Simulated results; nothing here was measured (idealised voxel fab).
process module | voxel wiring stack
cross-section cut | 185 nm wide | cells 5 nm
A cross-section is a grid of square cells, given in bands from the top down. A band is one or more rows of cells.
Each band's line starts with the height of the band's top and of its bottom, in nm. Then come its materials from left to right, each with its width in nm. One material with "throughout" fills the band from edge to edge. "air" is empty space.
Height 0 is the level under which the wafer as received is all one material. The lowest band goes on downwards, as in "0 down".
A width such as "30 to 40" changes by the same amount from each row of cells to the next, from the band's top row to its bottom row.
"no change" after a step means that no cell of the cross-section changed.
closed voids: empty space of 8 cells or more with no open way to the top, each as width x height at its distance from the left edge, in nm
after a step's settings: what the simulator itself notes on the step
overlay nm, on a step with a mask: how far to the right of its planned place the mask lay; to the left if negative
plan
1 op RECEIVE | material Si
2 op CONFORMAL_DEP | material SiO2 | thk nm 15
3 op DIRECTIONAL_DEP | material TiN | thk nm 5
4 op DIRECTIONAL_DEP | material W | thk nm 15
5 op PATTERN | tone cover | mask id METAL_1 | material resist | width nm 20 | pitch nm 45 | thk nm 20 | overlay nm 0
6 op DIRECTIONAL_ETCH | etch materials W | depth nm 15
7 op DIRECTIONAL_ETCH | etch materials TiN | depth nm 5
8 op STRIP | etch materials resist
9 op CONFORMAL_DEP | material SiN | thk nm 5
10 op FILL_DEP | material lowk | thk nm 5
11 op CMP | height nm 35
12 op CONFORMAL_DEP | material SiCN | thk nm 5
13 op DIRECTIONAL_DEP | material SiO2 | thk nm 35
14 op MASKED_ETCH | tone open | mask id METAL_2 | width nm 20 | pitch nm 45 | etch materials SiO2 | depth nm 20 | overlay nm 0
15 op DIRECTIONAL_DEP | material aC | thk nm 15
16 op PATTERN | tone open | mask id METAL_2_HOLES | material resist | width nm 15 | pitch nm 45 | thk nm 35 | overlay nm 0
17 op DIRECTIONAL_ETCH | etch materials aC | depth nm 15
18 op STRIP | etch materials resist
19 op DIRECTIONAL_ETCH | etch materials SiO2 | depth nm 15
20 op DIRECTIONAL_ETCH | etch materials SiCN | depth nm 5
21 op STRIP | etch materials aC
22 op CONFORMAL_DEP | material TiN | thk nm 5
23 op FILL_DEP | material Cu | thk nm 5
24 op CMP | height nm 75
25 op CONFORMAL_DEP | material SiCN | thk nm 5
26 op DIRECTIONAL_DEP | material lowk | thk nm 10
27 op PATTERN | tone open | mask id PLUG_2 | material resist | width nm 15 | thk nm 20 | overlay nm 0
28 op DIRECTIONAL_ETCH | etch materials lowk | depth nm 10
29 op DIRECTIONAL_ETCH | etch materials SiCN | depth nm 5
30 op STRIP | etch materials resist
31 op CONFORMAL_DEP | material TiN | thk nm 5
32 op FILL_DEP | material W | thk nm 5
33 op CMP | height nm 90
34 op CONFORMAL_DEP | material SiCN | thk nm 5
35 op DIRECTIONAL_DEP | material SiO2 | thk nm 25
36 op PATTERN | tone open | mask id METAL_3 | material resist | width nm 20 | pitch nm 45 | thk nm 20 | overlay nm 0
37 op DIRECTIONAL_ETCH | etch materials SiO2 | depth nm 25
38 op DIRECTIONAL_ETCH | etch materials SiCN | depth nm 5
39 op STRIP | etch materials resist
40 op CONFORMAL_DEP | material TiN | thk nm 5
41 op FILL_DEP | material Cu | thk nm 10
42 op CMP | height nm 120
43 op CONFORMAL_DEP | material SiCN | thk nm 5
44 op DIRECTIONAL_DEP | material lowk | thk nm 10
45 op PATTERN | tone open | mask id PLUG_3 | material resist | width nm 15 | pitch nm 45 | thk nm 15 | overlay nm 0
46 op DIRECTIONAL_ETCH | etch materials lowk | depth nm 10
47 op DIRECTIONAL_ETCH | etch materials SiCN | depth nm 5
48 op STRIP | etch materials resist
49 op EPI | material Ru | thk nm 10
50 op EPI | material Ru | thk nm 5
51 op DIRECTIONAL_DEP | material TiN | thk nm 5
52 op DIRECTIONAL_DEP | material W | thk nm 25
53 op MASKED_ETCH | tone cover | mask id METAL_4 | width nm 20 | pitch nm 45 | etch materials W | depth nm 25 | overlay nm 0
54 op MASKED_ETCH | tone cover | mask id METAL_4 | width nm 20 | pitch nm 45 | etch materials TiN | depth nm 5 | overlay nm 0
55 op CONFORMAL_DEP | material SiN | thk nm 5
56 op FILL_DEP | material SiO2 | thk nm 10
57 op CMP | height nm 165
58 op CONFORMAL_DEP | material SiN | thk nm 5
as received, after step 1
  0 down: Si throughout
  closed voids: none
a wafer at the end: this start, this plan, one mistake
  170 to 165: SiN throughout
  165 to 140: SiO2 55 | SiN 5 | W 20 | SiN 5 | SiO2 15 | SiN 5 | W 20 | SiN 5 | SiO2 55
  140 to 135: SiN 60 | TiN 20 | SiN 25 | TiN 20 | SiN 60
  135 to 125: lowk 60 | Ru 15 | lowk 30 | Ru 15 | lowk 65
  125 to 120: SiCN 60 | Ru 15 | SiCN 30 | Ru 15 | SiCN 65
  120 to 95: SiO2 60 | TiN 5 | Cu 10 | TiN 5 | SiO2 25 | TiN 5 | Cu 10 | TiN 5 | SiO2 60
  95 to 90: SiCN 60 | TiN 20 | SiCN 25 | TiN 20 | SiCN 60
  90 to 80: lowk 60 | TiN 5 | W 5 | TiN 5 | lowk 110
  80 to 75: SiCN 60 | TiN 15 | SiCN 110
  75 to 65: Cu 70 | TiN 5 | SiO2 5 | TiN 5 | Cu 30 | TiN 5 | SiO2 5 | TiN 5 | Cu 55
  65 to 60: Cu 55 | TiN 20 | SiO2 5 | TiN 5 | Cu 15 | TiN 20 | SiO2 5 | TiN 5 | Cu 55
  60 to 55: TiN 60 | SiO2 20 | TiN 25 | SiO2 20 | TiN 60
  55 to 40: SiO2 throughout
  40 to 35: SiCN throughout
  35 to 20: lowk 55 | SiN 5 | W 20 | SiN 5 | lowk 15 | SiN 5 | W 20 | SiN 5 | lowk 55
  20 to 15: SiN 60 | TiN 20 | SiN 25 | TiN 20 | SiN 60
  15 to 0: SiO2 throughout
  0 down: Si throughout
  closed voids: none
what went wrong: step 14 ran as: op MASKED_ETCH | tone cover | mask id METAL_2 | width nm 20 | pitch nm 45 | etch materials SiO2 | depth nm 20 | overlay nm 0
